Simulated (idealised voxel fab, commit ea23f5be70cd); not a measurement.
Process module under the name voxel local oxidation
Cross-sectional view cut (width: 240 nm; square cell size: 5 nm).
Square cells in a grid make up a cross-section in this document, and the grid is given as bands, listed from the top down, each one or more rows of cells. Look at the band entry: it leads with the top's height and the bottom's height in nm. Then it lists the materials left to right, with a width in nm for each. The word "edge to edge" on a single material says that material fills the band edge to edge. The word "empty" is empty space. Heights are expressed relative to 0, this being the level below which the as-received wafer comprises one material exclusively. The lowest band is unbounded in the downward direction and is denoted as in "0 and below". So if you see something like "30 to 40" for the width, read it as the top row of the band sitting at the first number and the bottom row at the second, with every row in between moving by the same amount as the last. Step marked "identical to before"? Then no cell in the cross-section changed in it. What "Sealed void list" gives you is every empty space of 8 cells or more that is cut off from the top. Each appears as width x height at distance, with the distance taken from the left edge and width, height and distance all in nm. On each step's line, the part that comes after the settings is the simulator's own comment on the step. A step line may carry the setting "overlay nm", which, for steps involving a mask, states the distance by which the mask lay to the right of its intended position; negative values denote displacement to the left.
## Process steps (planned)
- 1: RECEIVE, material Si
- 2: CONFORMAL_DEP, material SiO2, thk nm 5
- 3: CONFORMAL_DEP, material SiN, thk nm 10
- 4: DIRECTIONAL_DEP, material aC, thk nm 15
- 5: PATTERN, tone cover, mask id ACTIVE, material resist, width nm 115, thk nm 30, overlay nm 0
- 6: DIRECTIONAL_ETCH, etch materials aC, depth nm 15
- 7: STRIP, etch materials resist
- 8: DIRECTIONAL_ETCH, etch materials SiN, depth nm 10
- 9: STRIP, etch materials aC
- 10: SELECTIVE_ETCH, etch materials SiO2, depth nm 5
- 11: OXIDIZE, depth nm 10
- 12: STRIP, etch materials SiN
## Account of the first of two wafers, which was processed as intended
## Shown in cross-section is the wafer as received, that is, as it stands after step 1
* 0 and below  Si edge to edge
* Sealed void list: none
## Step 2 done - wafer cross-section
* 5 down to 0  SiO2 edge to edge
* No changes below 0.
## Step 3 done - wafer cross-section
* 15 down to 5  SiN edge to edge
* No changes below 5.
## Step 4 done - wafer cross-section
* 30 down to 15  aC edge to edge
* No changes below 15.
## Step 5 done - wafer cross-section
* 60 down to 30  60 nm empty, then 115 nm resist, then 65 nm empty
* No changes below 30.
## Step 6 done - wafer cross-section
* 45 down to 30  60 nm empty, then 115 nm resist, then 65 nm empty
* 30 down to 15  60 nm empty, then 115 nm aC, then 65 nm empty
* No changes below 15.
## Step 7 done - wafer cross-section
* 30 down to 15  60 nm empty, then 115 nm aC, then 65 nm empty
* No changes below 15.
## Step 8 done - wafer cross-section
* 30 down to 15  60 nm empty, then 115 nm aC, then 65 nm empty
* 15 down to 5  60 nm empty, then 115 nm SiN, then 65 nm empty
* No changes below 5.
## Step 9 done - wafer cross-section
* 15 down to 5  60 nm empty, then 115 nm SiN, then 65 nm empty
* No changes below 5.
## Step 10 done - wafer cross-section
* 15 down to 5  60 nm empty, then 115 nm SiN, then 65 nm empty
* 5 down to 0  65 nm empty, then 105 nm SiO2, then 70 nm empty
* No changes below 0.
## Step 11 done - wafer cross-section
* 15 down to 5  60 nm empty, then 115 nm SiN, then 65 nm empty
* 5 down to 0  65 nm empty, then 105 nm SiO2, then 70 nm empty
* 0 down to -10  75 nm SiO2, then 85 nm Si, then 80 nm SiO2
* No changes below -10.
## Step 12 done - wafer cross-section
* 5 down to 0  65 nm empty, then 105 nm SiO2, then 70 nm empty
* No changes below 0.
## Second wafer - shared start and plan with the first - one error in running - same as the first up to step 4 inclusive
## The second wafer cut through, at the time step 5 was supposed to be finished
* 60 down to 30  60 nm resist, then 115 nm empty, then 65 nm resist
* No changes below 30.
## The second wafer cut through, at the time step 6 was supposed to be finished
* 45 down to 30  60 nm resist, then 115 nm empty, then 65 nm resist
* 30 down to 15  60 nm aC, then 115 nm empty, then 65 nm aC
* No changes below 15.
## The second wafer cut through, at the time step 7 was supposed to be finished
* 30 down to 15  60 nm aC, then 115 nm empty, then 65 nm aC
* No changes below 15.
## The second wafer cut through, at the time step 8 was supposed to be finished
* 30 down to 15  60 nm aC, then 115 nm empty, then 65 nm aC
* 15 down to 5  60 nm SiN, then 115 nm empty, then 65 nm SiN
* No changes below 5.
## The second wafer cut through, at the time step 9 was supposed to be finished
* 15 down to 5  60 nm SiN, then 115 nm empty, then 65 nm SiN
* No changes below 5.
## The second wafer cut through, at the time step 10 was supposed to be finished
* 15 down to 5  60 nm SiN, then 115 nm empty, then 65 nm SiN
* 5 down to 0  55 nm SiO2, then 125 nm empty, then 60 nm SiO2
* No changes below 0.
## The second wafer cut through, at the time step 11 was supposed to be finished
* 15 down to 5  60 nm SiN, then 115 nm empty, then 65 nm SiN
* 5 down to 0  55 nm SiO2, then 125 nm empty, then 60 nm SiO2
* 0 down to -10  45 nm Si, then 145 nm SiO2, then 50 nm Si
* No changes below -10.
## The second wafer cut through, at the time step 12 was supposed to be finished
* 5 down to 0  55 nm SiO2, then 125 nm empty, then 60 nm SiO2
* No changes below 0.
It is concluded that the wafer was processed incorrectly with respect to the plan, in that step 5 was run on a setting that differed from the plan, and what really ran there is PATTERN, tone open, mask id ACTIVE, material resist, width nm 115, thk nm 30, overlay nm 0
Final difference in cells, second wafer against first, listed per material as more or fewer: Si +4, SiO2 -2
